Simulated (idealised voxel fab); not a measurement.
Herein follows the process module entitled voxel transistor to metal.
Section shown: cut. Width: 150 nm. Cell size: 5 nm, square.
Cross-section = grid of square cells, listed top down in bands; band = one or more rows.
Heights first: top, then bottom, in nm. Then materials, left to right, each with a width in nm. "throughout" on a single material: fills the band edge to edge. "empty": empty space.
Heights are measured from 0, the level below which the as-received wafer is all one material; the lowest band has no bottom and continues downward, written as in "0 nm and below".
The notation "30->40" denotes a width that varies across the rows of cells in the band, beginning at the first number in the top row, finishing at the second number in the bottom row, and changing by an identical amount from each row to the next.
The designation "nothing altered", where it is given for a processing step, indicates that no cell of the cross-section was altered in the course of that step.
Cavities, closed: empty space of 8 cells or more with no open way to the top, each as width x height at its distance from the left edge, in nm
Text after the settings on a step's line: the simulator's own remark on that step.
What "overlay nm" on a step's line means: if the step has a mask, that mask lay this far to the right of its planned place, or, when the value is negative, to the left.
Heads up before you read on: it's before/after pairs around one process step each, after side only down to the lowest band that changed, step plus settings under the pair. Pairs can be from different runs of this module, same starting wafer, so only chain a pair onto the one above if its "Pre-process state" entry says so.

**Pre-process state**
> 0 nm and below: Si throughout
> Cavities, closed: none

**Section After Processing**
> 0 nm to -5 nm: SiO2 throughout
> Heights below -5 show no change.
> Cavities, closed: none
Step that separates the before view from the after view above: OXIDIZE with depth nm 5

Pre-process state: The initial state for this step is given by the after cross-section of the immediately preceding pair.

**Section After Processing**
> 15 nm to 0 nm: SiN throughout
> Heights below 0 show no change.
> Cavities, closed: none
Step that separates the before view from the after view above: CONFORMAL_DEP with material SiN, thk nm 15

Pre-process state: The initial state for this step is given by the after cross-section of the immediately preceding pair.

**Section After Processing**
> 25 nm to 15 nm: aC throughout
> Heights below 15 show no change.
> Cavities, closed: none
Step that separates the before view from the after view above: DIRECTIONAL_DEP with material aC, thk nm 10

Pre-process state: The initial state for this step is given by the after cross-section of the immediately preceding pair.

**Section After Processing**
> 50 nm to 25 nm: 20 nm empty, then 105 nm resist, then 25 nm empty
> Heights below 25 show no change.
> Cavities, closed: none
Step that separates the before view from the after view above: PATTERN with tone cover, mask id ACTIVE, material resist, width nm 105, thk nm 25, overlay nm 0

Pre-process state: The initial state for this step is given by the after cross-section of the immediately preceding pair.

**Section After Processing**
> 40 nm to 25 nm: 20 nm empty, then 105 nm resist, then 25 nm empty
> 25 nm to 15 nm: 20 nm empty, then 105 nm aC, then 25 nm empty
> Heights below 15 show no change.
> Cavities, closed: none
Step that separates the before view from the after view above: DIRECTIONAL_ETCH with etch materials aC, depth nm 10

Pre-process state: The initial state for this step is given by the after cross-section of the immediately preceding pair.

**Section After Processing**
> 25 nm to 15 nm: 20 nm empty, then 105 nm aC, then 25 nm empty
> Heights below 15 show no change.
> Cavities, closed: none
Step that separates the before view from the after view above: STRIP with etch materials resist

Pre-process state: The initial state for this step is given by the after cross-section of the immediately preceding pair.

**Section After Processing**
> 25 nm to 15 nm: 20 nm empty, then 105 nm aC, then 25 nm empty
> 15 nm to 0 nm: 20 nm empty, then 105 nm SiN, then 25 nm empty
> Heights below 0 show no change.
> Cavities, closed: none
Step that separates the before view from the after view above: DIRECTIONAL_ETCH with etch materials SiN, depth nm 15

Pre-process state: The initial state for this step is given by the after cross-section of the immediately preceding pair.

**Section After Processing**
> 25 nm to 15 nm: 20 nm empty, then 105 nm aC, then 25 nm empty
> 15 nm to 0 nm: 20 nm empty, then 105 nm SiN, then 25 nm empty
> 0 nm to -5 nm: 20 nm empty, then 105 nm SiO2, then 25 nm empty
> Heights below -5 show no change.
> Cavities, closed: none
Step that separates the before view from the after view above: DIRECTIONAL_ETCH with etch materials SiO2, depth nm 5

Pre-process state: The initial state for this step is given by the after cross-section of the immediately preceding pair.

**Section After Processing**
> 25 nm to 15 nm: 20 nm empty, then 105 nm aC, then 25 nm empty
> 15 nm to 0 nm: 20 nm empty, then 105 nm SiN, then 25 nm empty
> 0 nm to -5 nm: 20 nm empty, then 105 nm SiO2, then 25 nm empty
> -5 nm to -35 nm: 20 nm empty, then 105 nm Si, then 25 nm empty
> Heights below -35 show no change.
> Cavities, closed: none
Step that separates the before view from the after view above: DIRECTIONAL_ETCH with etch materials Si, depth nm 30

Pre-process state: The initial state for this step is given by the after cross-section of the immediately preceding pair.

**Section After Processing**
> 15 nm to 0 nm: 20 nm empty, then 105 nm SiN, then 25 nm empty
> Heights below 0 show no change.
> Cavities, closed: none
Step that separates the before view from the after view above: STRIP with etch materials aC

Pre-process state: The initial state for this step is given by the after cross-section of the immediately preceding pair.

**Section After Processing**
> 25 nm to 15 nm: SiO2 throughout
> 15 nm to 0 nm: 20 nm SiO2, then 105 nm SiN, then 25 nm SiO2
> 0 nm to -5 nm: SiO2 throughout
> -5 nm to -35 nm: 20 nm SiO2, then 105 nm Si, then 25 nm SiO2
> Heights below -35 show no change.
> Cavities, closed: none
Step that separates the before view from the after view above: FILL_DEP with material SiO2, thk nm 10

Pre-process state: The initial state for this step is given by the after cross-section of the immediately preceding pair.

**Section After Processing**
> 15 nm to 0 nm: 20 nm SiO2, then 105 nm SiN, then 25 nm SiO2
> Heights below 0 show no change.
> Cavities, closed: none
Step that separates the before view from the after view above: CMP with height nm 15

Pre-process state: The initial state for this step is given by the after cross-section of the immediately preceding pair.

**Section After Processing**
> 15 nm to 0 nm: 20 nm empty, then 105 nm SiN, then 25 nm empty
> Heights below 0 show no change.
> Cavities, closed: none
Step that separates the before view from the after view above: SELECTIVE_ETCH with etch materials SiO2, depth nm 15

Pre-process state: The initial state for this step is given by the after cross-section of the immediately preceding pair.

**Section After Processing**
> 0 nm to -5 nm: SiO2 throughout
> Heights below -5 show no change.
> Cavities, closed: none
Step that separates the before view from the after view above: STRIP with etch materials SiN

Pre-process state: The initial state for this step is given by the after cross-section of the immediately preceding pair.

**Section After Processing**
> -5 nm to -35 nm: 20 nm SiO2, then 105 nm Si, then 25 nm SiO2
> Heights below -35 show no change.
> Cavities, closed: none
Step that separates the before view from the after view above: SELECTIVE_ETCH with etch materials SiO2, depth nm 5

Pre-process state: The initial state for this step is given by the after cross-section of the immediately preceding pair.

**Section After Processing**
> -5 nm to -10 nm: SiO2 throughout
> Heights below -10 show no change.
> Cavities, closed: none
Step that separates the before view from the after view above: OXIDIZE with depth nm 5

Pre-process state: The initial state for this step is given by the after cross-section of the immediately preceding pair.

**Section After Processing**
> 25 nm to -5 nm: polySi throughout
> Heights below -5 show no change.
> Cavities, closed: none
Step that separates the before view from the after view above: DIRECTIONAL_DEP with material polySi, thk nm 30

Pre-process state: The initial state for this step is given by the after cross-section of the immediately preceding pair.

**Section After Processing**
> 40 nm to 25 nm: SiCN throughout
> Heights below 25 show no change.
> Cavities, closed: none
Step that separates the before view from the after view above: DIRECTIONAL_DEP with material SiCN, thk nm 15

Pre-process state: The initial state for this step is given by the after cross-section of the immediately preceding pair.

**Section After Processing**
> 50 nm to 40 nm: aC throughout
> Heights below 40 show no change.
> Cavities, closed: none
Step that separates the before view from the after view above: DIRECTIONAL_DEP with material aC, thk nm 10

Pre-process state: The initial state for this step is given by the after cross-section of the immediately preceding pair.

**Section After Processing**
> 75 nm to 50 nm: 60 nm empty, then 25 nm resist, then 65 nm empty
> Heights below 50 show no change.
> Cavities, closed: none
Step that separates the before view from the after view above: PATTERN with tone cover, mask id GATE, material resist, width nm 25, thk nm 25, overlay nm 0

Pre-process state: The initial state for this step is given by the after cross-section of the immediately preceding pair.

**Section After Processing**
> 65 nm to 50 nm: 60 nm empty, then 25 nm resist, then 65 nm empty
> 50 nm to 40 nm: 60 nm empty, then 25 nm aC, then 65 nm empty
> Heights below 40 show no change.
> Cavities, closed: none
Step that separates the before view from the after view above: DIRECTIONAL_ETCH with etch materials aC, depth nm 10

Pre-process state: The initial state for this step is given by the after cross-section of the immediately preceding pair.

**Section After Processing**
> 50 nm to 40 nm: 60 nm empty, then 25 nm aC, then 65 nm empty
> Heights below 40 show no change.
> Cavities, closed: none
Step that separates the before view from the after view above: STRIP with etch materials resist

Pre-process state: The initial state for this step is given by the after cross-section of the immediately preceding pair.

**Section After Processing**
> 50 nm to 40 nm: 60 nm empty, then 25 nm aC, then 65 nm empty
> 40 nm to 25 nm: 60 nm empty, then 25 nm SiCN, then 65 nm empty
> Heights below 25 show no change.
> Cavities, closed: none
Step that separates the before view from the after view above: DIRECTIONAL_ETCH with etch materials SiCN, depth nm 25

Pre-process state: The initial state for this step is given by the after cross-section of the immediately preceding pair.

**Section After Processing**
> 50 nm to 40 nm: 60 nm empty, then 25 nm aC, then 65 nm empty
> 40 nm to 25 nm: 60 nm empty, then 25 nm SiCN, then 65 nm empty
> 25 nm to -5 nm: 60 nm empty, then 25 nm polySi, then 65 nm empty
> Heights below -5 show no change.
> Cavities, closed: none
Step that separates the before view from the after view above: DIRECTIONAL_ETCH with etch materials polySi, depth nm 40

Pre-process state: The initial state for this step is given by the after cross-section of the immediately preceding pair.

**Section After Processing**
> 40 nm to 25 nm: 60 nm empty, then 25 nm SiCN, then 65 nm empty
> Heights below 25 show no change.
> Cavities, closed: none
Step that separates the before view from the after view above: STRIP with etch materials aC

Pre-process state: The initial state for this step is given by the after cross-section of the immediately preceding pair.

**Section After Processing**
> 50 nm to 40 nm: 50 nm empty, then 45 nm SiN, then 55 nm empty
> 40 nm to 25 nm: 50 nm empty, then 10 nm SiN, then 25 nm SiCN, then 10 nm SiN, then 55 nm empty
> 25 nm to 5 nm: 50 nm empty, then 10 nm SiN, then 25 nm polySi, then 10 nm SiN, then 55 nm empty
> 5 nm to -5 nm: 60 nm SiN, then 25 nm polySi, then 65 nm SiN
> Heights below -5 show no change.
> Cavities, closed: none
Step that separates the before view from the after view above: CONFORMAL_DEP with material SiN, thk nm 10

Pre-process state: The initial state for this step is given by the after cross-section of the immediately preceding pair.

**Section After Processing**
> 40 nm to 25 nm: 50 nm empty, then 10 nm SiN, then 25 nm SiCN, then 10 nm SiN, then 55 nm empty
> 25 nm to -5 nm: 50 nm empty, then 10 nm SiN, then 25 nm polySi, then 10 nm SiN, then 55 nm empty
> Heights below -5 show no change.
> Cavities, closed: none
Step that separates the before view from the after view above: DIRECTIONAL_ETCH with etch materials SiN, depth nm 10

Pre-process state: The initial state for this step is given by the after cross-section of the immediately preceding pair.

**Section After Processing**
> 40 nm to 25 nm: 50 nm empty, then 10 nm SiN, then 25 nm SiCN, then 10 nm SiN, then 55 nm empty
> 25 nm to -5 nm: 50 nm empty, then 10 nm SiN, then 25 nm polySi, then 10 nm SiN, then 55 nm empty
> -5 nm to -10 nm: 50 nm empty, then 45 nm SiO2, then 55 nm empty
> Heights below -10 show no change.
> Cavities, closed: none
Step that separates the before view from the after view above: DIRECTIONAL_ETCH with etch materials SiO2, depth nm 5

Pre-process state: The initial state for this step is given by the after cross-section of the immediately preceding pair.

**Section After Processing**
> 40 nm to 25 nm: 50 nm empty, then 10 nm SiN, then 25 nm SiCN, then 10 nm SiN, then 55 nm empty
> 25 nm to -5 nm: 50 nm empty, then 10 nm SiN, then 25 nm polySi, then 10 nm SiN, then 55 nm empty
> -5 nm to -10 nm: 50 nm empty, then 45 nm SiO2, then 55 nm empty
> -10 nm to -20 nm: 20 nm SiO2, then 30 nm empty, then 45 nm Si, then 30 nm empty, then 25 nm SiO2
> Heights below -20 show no change.
> Cavities, closed: none
Step that separates the before view from the after view above: DIRECTIONAL_ETCH with etch materials Si, depth nm 10

Pre-process state: The initial state for this step is given by the after cross-section of the immediately preceding pair.

**Section After Processing**
> 40 nm to 25 nm: 50 nm empty, then 10 nm SiN, then 25 nm SiCN, then 10 nm SiN, then 55 nm empty
> 25 nm to 0 nm: 50 nm empty, then 10 nm SiN, then 25 nm polySi, then 10 nm SiN, then 55 nm empty
> 0 nm to -5 nm: 40 nm empty, then 10 nm pSi, then 10 nm SiN, then 25 nm polySi, then 10 nm SiN, then 10 nm pSi, then 45 nm empty
> -5 nm to -10 nm: 40 nm empty, then 10 nm pSi, then 45 nm SiO2, then 10 nm pSi, then 45 nm empty
> -10 nm to -20 nm: 20 nm SiO2, then 30 nm pSi, then 45 nm Si, then 30 nm pSi, then 25 nm SiO2
> Heights below -20 show no change.
> Cavities, closed: none
Step that separates the before view from the after view above: EPI with material pSi, thk nm 10

Pre-process state: The initial state for this step is given by the after cross-section of the immediately preceding pair.

**Section After Processing**
> 45 nm to 40 nm: SiO2 throughout
> 40 nm to 25 nm: 50 nm SiO2, then 10 nm SiN, then 25 nm SiCN, then 10 nm SiN, then 55 nm SiO2
> 25 nm to 0 nm: 50 nm SiO2, then 10 nm SiN, then 25 nm polySi, then 10 nm SiN, then 55 nm SiO2
> 0 nm to -5 nm: 40 nm SiO2, then 10 nm pSi, then 10 nm SiN, then 25 nm polySi, then 10 nm SiN, then 10 nm pSi, then 45 nm SiO2
> -5 nm to -10 nm: 40 nm SiO2, then 10 nm pSi, then 45 nm SiO2, then 10 nm pSi, then 45 nm SiO2
> Heights below -10 show no change.
> Cavities, closed: none
Step that separates the before view from the after view above: FILL_DEP with material SiO2, thk nm 5

Pre-process state: The initial state for this step is given by the after cross-section of the immediately preceding pair.

**Section After Processing**
> 25 nm to 0 nm: 50 nm SiO2, then 10 nm SiN, then 25 nm polySi, then 10 nm SiN, then 55 nm SiO2
> Heights below 0 show no change.
> Cavities, closed: none
Step that separates the before view from the after view above: CMP with height nm 25

Pre-process state: The initial state for this step is given by the after cross-section of the immediately preceding pair.

**Section After Processing**
> 25 nm to 0 nm: 50 nm SiO2, then 10 nm SiN, then 25 nm empty, then 10 nm SiN, then 55 nm SiO2
> 0 nm to -5 nm: 40 nm SiO2, then 10 nm pSi, then 10 nm SiN, then 25 nm empty, then 10 nm SiN, then 10 nm pSi, then 45 nm SiO2
> Heights below -5 show no change.
> Cavities, closed: none
Step that separates the before view from the after view above: STRIP with etch materials polySi

Pre-process state: The initial state for this step is given by the after cross-section of the immediately preceding pair.

**Section After Processing**
> 25 nm to 20 nm: 50 nm empty, then 10 nm SiN, then 25 nm empty, then 10 nm SiN, then 55 nm empty
> 20 nm to 0 nm: 50 nm SiO2, then 10 nm SiN, then 25 nm empty, then 10 nm SiN, then 55 nm SiO2
> 0 nm to -5 nm: 40 nm SiO2, then 10 nm pSi, then 10 nm SiN, then 25 nm empty, then 10 nm SiN, then 10 nm pSi, then 45 nm SiO2
> -5 nm to -10 nm: 40 nm SiO2, then 10 nm pSi, then 5 nm SiO2, then 35 nm empty, then 5 nm SiO2, then 10 nm pSi, then 45 nm SiO2
> Heights below -10 show no change.
> Cavities, closed: none
Step that separates the before view from the after view above: SELECTIVE_ETCH with etch materials SiO2, depth nm 5

Pre-process state: The initial state for this step is given by the after cross-section of the immediately preceding pair.

**Section After Processing**
> 30 nm to 25 nm: 45 nm empty, then 20 nm HfO2, then 15 nm empty, then 20 nm HfO2, then 50 nm empty
> 25 nm to 20 nm: 50 nm HfO2, then 10 nm SiN, then 5 nm HfO2, then 15 nm empty, then 5 nm HfO2, then 10 nm SiN, then 55 nm HfO2
> 20 nm to 0 nm: 50 nm SiO2, then 10 nm SiN, then 5 nm HfO2, then 15 nm empty, then 5 nm HfO2, then 10 nm SiN, then 55 nm SiO2
> 0 nm to -5 nm: 40 nm SiO2, then 10 nm pSi, then 10 nm SiN, then 5 nm HfO2, then 15 nm empty, then 5 nm HfO2, then 10 nm SiN, then 10 nm pSi, then 45 nm SiO2
> -5 nm to -10 nm: 40 nm SiO2, then 10 nm pSi, then 5 nm SiO2, then 35 nm HfO2, then 5 nm SiO2, then 10 nm pSi, then 45 nm SiO2
> Heights below -10 show no change.
> Cavities, closed: none
Step that separates the before view from the after view above: CONFORMAL_DEP with material HfO2, thk nm 5

Pre-process state: The initial state for this step is given by the after cross-section of the immediately preceding pair.

**Section After Processing**
> 35 nm to 30 nm: 40 nm empty, then 30 nm TiN, then 5 nm empty, then 30 nm TiN, then 45 nm empty
> 30 nm to 25 nm: 45 nm TiN, then 20 nm HfO2, then 5 nm TiN, then 5 nm empty, then 5 nm TiN, then 20 nm HfO2, then 50 nm TiN
> 25 nm to 20 nm: 50 nm HfO2, then 10 nm SiN, then 5 nm HfO2, then 5 nm TiN, then 5 nm empty, then 5 nm TiN, then 5 nm HfO2, then 10 nm SiN, then 55 nm HfO2
> 20 nm to 0 nm: 50 nm SiO2, then 10 nm SiN, then 5 nm HfO2, then 5 nm TiN, then 5 nm empty, then 5 nm TiN, then 5 nm HfO2, then 10 nm SiN, then 55 nm SiO2
> 0 nm to -5 nm: 40 nm SiO2, then 10 nm pSi, then 10 nm SiN, then 5 nm HfO2, then 15 nm TiN, then 5 nm HfO2, then 10 nm SiN, then 10 nm pSi, then 45 nm SiO2
> Heights below -5 show no change.
> Cavities, closed: none
Step that separates the before view from the after view above: CONFORMAL_DEP with material TiN, thk nm 5

Pre-process state: The initial state for this step is given by the after cross-section of the immediately preceding pair.

**Section After Processing**
> 40 nm to 35 nm: W throughout
> 35 nm to 30 nm: 40 nm W, then 30 nm TiN, then 5 nm W, then 30 nm TiN, then 45 nm W
> 30 nm to 25 nm: 45 nm TiN, then 20 nm HfO2, then 5 nm TiN, then 5 nm W, then 5 nm TiN, then 20 nm HfO2, then 50 nm TiN
> 25 nm to 20 nm: 50 nm HfO2, then 10 nm SiN, then 5 nm HfO2, then 5 nm TiN, then 5 nm W, then 5 nm TiN, then 5 nm HfO2, then 10 nm SiN, then 55 nm HfO2
> 20 nm to 0 nm: 50 nm SiO2, then 10 nm SiN, then 5 nm HfO2, then 5 nm TiN, then 5 nm W, then 5 nm TiN, then 5 nm HfO2, then 10 nm SiN, then 55 nm SiO2
> Heights below 0 show no change.
> Cavities, closed: none
Step that separates the before view from the after view above: FILL_DEP with material W, thk nm 5

Pre-process state: The initial state for this step is given by the after cross-section of the immediately preceding pair.

**Section After Processing**
> 20 nm to 0 nm: 50 nm SiO2, then 10 nm SiN, then 5 nm HfO2, then 5 nm TiN, then 5 nm W, then 5 nm TiN, then 5 nm HfO2, then 10 nm SiN, then 55 nm SiO2
> Heights below 0 show no change.
> Cavities, closed: none
Step that separates the before view from the after view above: CMP with height nm 20

Pre-process state: The initial state for this step is given by the after cross-section of the immediately preceding pair.

**Section After Processing**
> 35 nm to 20 nm: SiO2 throughout
> Heights below 20 show no change.
> Cavities, closed: none
Step that separates the before view from the after view above: DIRECTIONAL_DEP with material SiO2, thk nm 15

Pre-process state: The initial state for this step is given by the after cross-section of the immediately preceding pair.

**Section After Processing**
> 35 nm to 20 nm: 25 nm SiO2, then 20 nm empty, then 55 nm SiO2, then 20 nm empty, then 30 nm SiO2
> 20 nm to 0 nm: 25 nm SiO2, then 20 nm empty, then 5 nm SiO2, then 10 nm SiN, then 5 nm HfO2, then 5 nm TiN, then 5 nm W, then 5 nm TiN, then 5 nm HfO2, then 10 nm SiN, then 5 nm SiO2, then 20 nm empty, then 30 nm SiO2
> 0 nm to -5 nm: 25 nm SiO2, then 15 nm empty, then 10 nm pSi, then 10 nm SiN, then 5 nm HfO2, then 15 nm TiN, then 5 nm HfO2, then 10 nm SiN, then 10 nm pSi, then 15 nm empty, then 30 nm SiO2
> -5 nm to -10 nm: 25 nm SiO2, then 15 nm empty, then 10 nm pSi, then 5 nm SiO2, then 35 nm HfO2, then 5 nm SiO2, then 10 nm pSi, then 15 nm empty, then 30 nm SiO2
> Heights below -10 show no change.
> Cavities, closed: none
Step that separates the before view from the after view above: MASKED_ETCH with tone open, mask id CONTACT, width nm 20, pitch nm 75, etch materials SiO2, depth nm 45, overlay nm 0

Pre-process state: The initial state for this step is given by the after cross-section of the immediately preceding pair.

**Section After Processing**
> 40 nm to 35 nm: 30 nm TiN, then 10 nm empty, then 65 nm TiN, then 10 nm empty, then 35 nm TiN
> 35 nm to 20 nm: 25 nm SiO2, then 5 nm TiN, then 10 nm empty, then 5 nm TiN, then 55 nm SiO2, then 5 nm TiN, then 10 nm empty, then 5 nm TiN, then 30 nm SiO2
> 20 nm to 5 nm: 25 nm SiO2, then 5 nm TiN, then 10 nm empty, then 5 nm TiN, then 5 nm SiO2, then 10 nm SiN, then 5 nm HfO2, then 5 nm TiN, then 5 nm W, then 5 nm TiN, then 5 nm HfO2, then 10 nm SiN, then 5 nm SiO2, then 5 nm TiN, then 10 nm empty, then 5 nm TiN, then 30 nm SiO2
> 5 nm to 0 nm: 25 nm SiO2, then 5 nm TiN, then 5 nm empty, then 10 nm TiN, then 5 nm SiO2, then 10 nm SiN, then 5 nm HfO2, then 5 nm TiN, then 5 nm W, then 5 nm TiN, then 5 nm HfO2, then 10 nm SiN, then 5 nm SiO2, then 10 nm TiN, then 5 nm empty, then 5 nm TiN, then 30 nm SiO2
> 0 nm to -5 nm: 25 nm SiO2, then 5 nm TiN, then 5 nm empty, then 5 nm TiN, then 10 nm pSi, then 10 nm SiN, then 5 nm HfO2, then 15 nm TiN, then 5 nm HfO2, then 10 nm SiN, then 10 nm pSi, then 5 nm TiN, then 5 nm empty, then 5 nm TiN, then 30 nm SiO2
> -5 nm to -10 nm: 25 nm SiO2, then 15 nm TiN, then 10 nm pSi, then 5 nm SiO2, then 35 nm HfO2, then 5 nm SiO2, then 10 nm pSi, then 15 nm TiN, then 30 nm SiO2
> Heights below -10 show no change.
> Cavities, closed: none
Step that separates the before view from the after view above: CONFORMAL_DEP with material TiN, thk nm 5

Pre-process state: The initial state for this step is given by the after cross-section of the immediately preceding pair.

**Section After Processing**
> 45 nm to 40 nm: W throughout
> 40 nm to 35 nm: 30 nm TiN, then 10 nm W, then 65 nm TiN, then 10 nm W, then 35 nm TiN
> 35 nm to 20 nm: 25 nm SiO2, then 5 nm TiN, then 10 nm W, then 5 nm TiN, then 55 nm SiO2, then 5 nm TiN, then 10 nm W, then 5 nm TiN, then 30 nm SiO2
> 20 nm to 5 nm: 25 nm SiO2, then 5 nm TiN, then 10 nm W, then 5 nm TiN, then 5 nm SiO2, then 10 nm SiN, then 5 nm HfO2, then 5 nm TiN, then 5 nm W, then 5 nm TiN, then 5 nm HfO2, then 10 nm SiN, then 5 nm SiO2, then 5 nm TiN, then 10 nm W, then 5 nm TiN, then 30 nm SiO2
> 5 nm to 0 nm: 25 nm SiO2, then 5 nm TiN, then 5 nm W, then 10 nm TiN, then 5 nm SiO2, then 10 nm SiN, then 5 nm HfO2, then 5 nm TiN, then 5 nm W, then 5 nm TiN, then 5 nm HfO2, then 10 nm SiN, then 5 nm SiO2, then 10 nm TiN, then 5 nm W, then 5 nm TiN, then 30 nm SiO2
> 0 nm to -5 nm: 25 nm SiO2, then 5 nm TiN, then 5 nm W, then 5 nm TiN, then 10 nm pSi, then 10 nm SiN, then 5 nm HfO2, then 15 nm TiN, then 5 nm HfO2, then 10 nm SiN, then 10 nm pSi, then 5 nm TiN, then 5 nm W, then 5 nm TiN, then 30 nm SiO2
> Heights below -5 show no change.
> Cavities, closed: none
Step that separates the before view from the after view above: FILL_DEP with material W, thk nm 5

Pre-process state: The initial state for this step is given by the after cross-section of the immediately preceding pair.

**Section After Processing**
> 35 nm to 20 nm: 25 nm SiO2, then 5 nm TiN, then 10 nm W, then 5 nm TiN, then 55 nm SiO2, then 5 nm TiN, then 10 nm W, then 5 nm TiN, then 30 nm SiO2
> Heights below 20 show no change.
> Cavities, closed: none
Step that separates the before view from the after view above: CMP with height nm 35

Pre-process state: The initial state for this step is given by the after cross-section of the immediately preceding pair.

**Section After Processing**
> 40 nm to 35 nm: TiN throughout
> Heights below 35 show no change.
> Cavities, closed: none
Step that separates the before view from the after view above: DIRECTIONAL_DEP with material TiN, thk nm 5

Pre-process state: The initial state for this step is given by the after cross-section of the immediately preceding pair.

**Section After Processing**
> 60 nm to 40 nm: W throughout
> Heights below 40 show no change.
> Cavities, closed: none
Step that separates the before view from the after view above: DIRECTIONAL_DEP with material W, thk nm 20

Pre-process state: The initial state for this step is given by the after cross-section of the immediately preceding pair.

**Section After Processing**
> 60 nm to 40 nm: 25 nm empty, then 20 nm W, then 55 nm empty, then 20 nm W, then 30 nm empty
> Heights below 40 show no change.
> Cavities, closed: none
Step that separates the before view from the after view above: MASKED_ETCH with tone cover, mask id METAL_1, width nm 20, pitch nm 75, etch materials W, depth nm 20, overlay nm 0

Pre-process state: The initial state for this step is given by the after cross-section of the immediately preceding pair.

**Section After Processing**
> 60 nm to 40 nm: 25 nm empty, then 20 nm W, then 55 nm empty, then 20 nm W, then 30 nm empty
> 40 nm to 35 nm: 25 nm empty, then 20 nm TiN, then 55 nm empty, then 20 nm TiN, then 30 nm empty
> Heights below 35 show no change.
> Cavities, closed: none
Step that separates the before view from the after view above: MASKED_ETCH with tone cover, mask id METAL_1, width nm 20, pitch nm 75, etch materials TiN, depth nm 5, overlay nm 0

Pre-process state: The initial state for this step is given by the after cross-section of the immediately preceding pair.

**Section After Processing**
> 65 nm to 60 nm: 20 nm empty, then 30 nm SiCN, then 45 nm empty, then 30 nm SiCN, then 25 nm empty
> 60 nm to 40 nm: 20 nm empty, then 5 nm SiCN, then 20 nm W, then 5 nm SiCN, then 45 nm empty, then 5 nm SiCN, then 20 nm W, then 5 nm SiCN, then 25 nm empty
> 40 nm to 35 nm: 25 nm SiCN, then 20 nm TiN, then 55 nm SiCN, then 20 nm TiN, then 30 nm SiCN
> Heights below 35 show no change.
> Cavities, closed: none
Step that separates the before view from the after view above: CONFORMAL_DEP with material SiCN, thk nm 5

Pre-process state: The initial state for this step is given by the after cross-section of the immediately preceding pair.

**Section After Processing**
> 70 nm to 65 nm: SiO2 throughout
> 65 nm to 60 nm: 20 nm SiO2, then 30 nm SiCN, then 45 nm SiO2, then 30 nm SiCN, then 25 nm SiO2
> 60 nm to 40 nm: 20 nm SiO2, then 5 nm SiCN, then 20 nm W, then 5 nm SiCN, then 45 nm SiO2, then 5 nm SiCN, then 20 nm W, then 5 nm SiCN, then 25 nm SiO2
> Heights below 40 show no change.
> Cavities, closed: none
Step that separates the before view from the after view above: FILL_DEP with material SiO2, thk nm 5

Pre-process state: The initial state for this step is given by the after cross-section of the immediately preceding pair.

**Section After Processing**
> 60 nm to 40 nm: 20 nm SiO2, then 5 nm SiCN, then 20 nm W, then 5 nm SiCN, then 45 nm SiO2, then 5 nm SiCN, then 20 nm W, then 5 nm SiCN, then 25 nm SiO2
> Heights below 40 show no change.
> Cavities, closed: none
Step that separates the before view from the after view above: CMP with height nm 60

Pre-process state: The initial state for this step is given by the after cross-section of the immediately preceding pair.

**Section After Processing**
> 65 nm to 60 nm: SiCN throughout
> Heights below 60 show no change.
> Cavities, closed: none
Step that separates the before view from the after view above: CONFORMAL_DEP with material SiCN, thk nm 5

**Pre-process state**
> 40 nm to 35 nm: W throughout
> 35 nm to 30 nm: 40 nm W, then 30 nm TiN, then 5 nm W, then 30 nm TiN, then 45 nm W
> 30 nm to 25 nm: 45 nm TiN, then 20 nm HfO2, then 5 nm TiN, then 5 nm W, then 5 nm TiN, then 20 nm HfO2, then 50 nm TiN
> 25 nm to 20 nm: 50 nm HfO2, then 10 nm SiN, then 5 nm HfO2, then 5 nm TiN, then 5 nm W, then 5 nm TiN, then 5 nm HfO2, then 10 nm SiN, then 55 nm HfO2
> 20 nm to 0 nm: 50 nm SiO2, then 10 nm SiN, then 5 nm HfO2, then 5 nm TiN, then 5 nm W, then 5 nm TiN, then 5 nm HfO2, then 10 nm SiN, then 55 nm SiO2
> 0 nm to -5 nm: 40 nm SiO2, then 10 nm pSi, then 10 nm SiN, then 5 nm HfO2, then 15 nm TiN, then 5 nm HfO2, then 10 nm SiN, then 10 nm pSi, then 45 nm SiO2
> -5 nm to -10 nm: 40 nm SiO2, then 10 nm pSi, then 5 nm SiO2, then 35 nm HfO2, then 5 nm SiO2, then 10 nm pSi, then 45 nm SiO2
> -10 nm to -20 nm: 20 nm SiO2, then 30 nm pSi, then 45 nm Si, then 30 nm pSi, then 25 nm SiO2
> -20 nm to -35 nm: 20 nm SiO2, then 105 nm Si, then 25 nm SiO2
> -35 nm and below: Si throughout
> Cavities, closed: none

**Section After Processing**
> 55 nm to 40 nm: SiO2 throughout
> Heights below 40 show no change.
> Cavities, closed: none
Step that separates the before view from the after view above: DIRECTIONAL_DEP with material SiO2, thk nm 15

Pre-process state: The initial state for this step is given by the after cross-section of the immediately preceding pair.

**Section After Processing**
> 55 nm to 40 nm: 25 nm SiO2, then 20 nm empty, then 55 nm SiO2, then 20 nm empty, then 30 nm SiO2
> Heights below 40 show no change.
> Cavities, closed: none
Step that separates the before view from the after view above: MASKED_ETCH with tone open, mask id CONTACT, width nm 20, pitch nm 75, etch materials SiO2, depth nm 45, overlay nm 0

Pre-process state: The initial state for this step is given by the after cross-section of the immediately preceding pair.

**Section After Processing**
> 60 nm to 55 nm: 30 nm TiN, then 10 nm empty, then 65 nm TiN, then 10 nm empty, then 35 nm TiN
> 55 nm to 45 nm: 25 nm SiO2, then 5 nm TiN, then 10 nm empty, then 5 nm TiN, then 55 nm SiO2, then 5 nm TiN, then 10 nm empty, then 5 nm TiN, then 30 nm SiO2
> 45 nm to 40 nm: 25 nm SiO2, then 20 nm TiN, then 55 nm SiO2, then 20 nm TiN, then 30 nm SiO2
> Heights below 40 show no change.
> Cavities, closed: none
Step that separates the before view from the after view above: CONFORMAL_DEP with material TiN, thk nm 5

Pre-process state: The initial state for this step is given by the after cross-section of the immediately preceding pair.

**Section After Processing**
> 65 nm to 60 nm: W throughout
> 60 nm to 55 nm: 30 nm TiN, then 10 nm W, then 65 nm TiN, then 10 nm W, then 35 nm TiN
> 55 nm to 45 nm: 25 nm SiO2, then 5 nm TiN, then 10 nm W, then 5 nm TiN, then 55 nm SiO2, then 5 nm TiN, then 10 nm W, then 5 nm TiN, then 30 nm SiO2
> Heights below 45 show no change.
> Cavities, closed: none
Step that separates the before view from the after view above: FILL_DEP with material W, thk nm 5

Pre-process state: The initial state for this step is given by the after cross-section of the immediately preceding pair.

**Section After Processing**
> 35 nm to 30 nm: 40 nm W, then 30 nm TiN, then 5 nm W, then 30 nm TiN, then 45 nm W
> Heights below 30 show no change.
> Cavities, closed: none
Step that separates the before view from the after view above: CMP with height nm 35
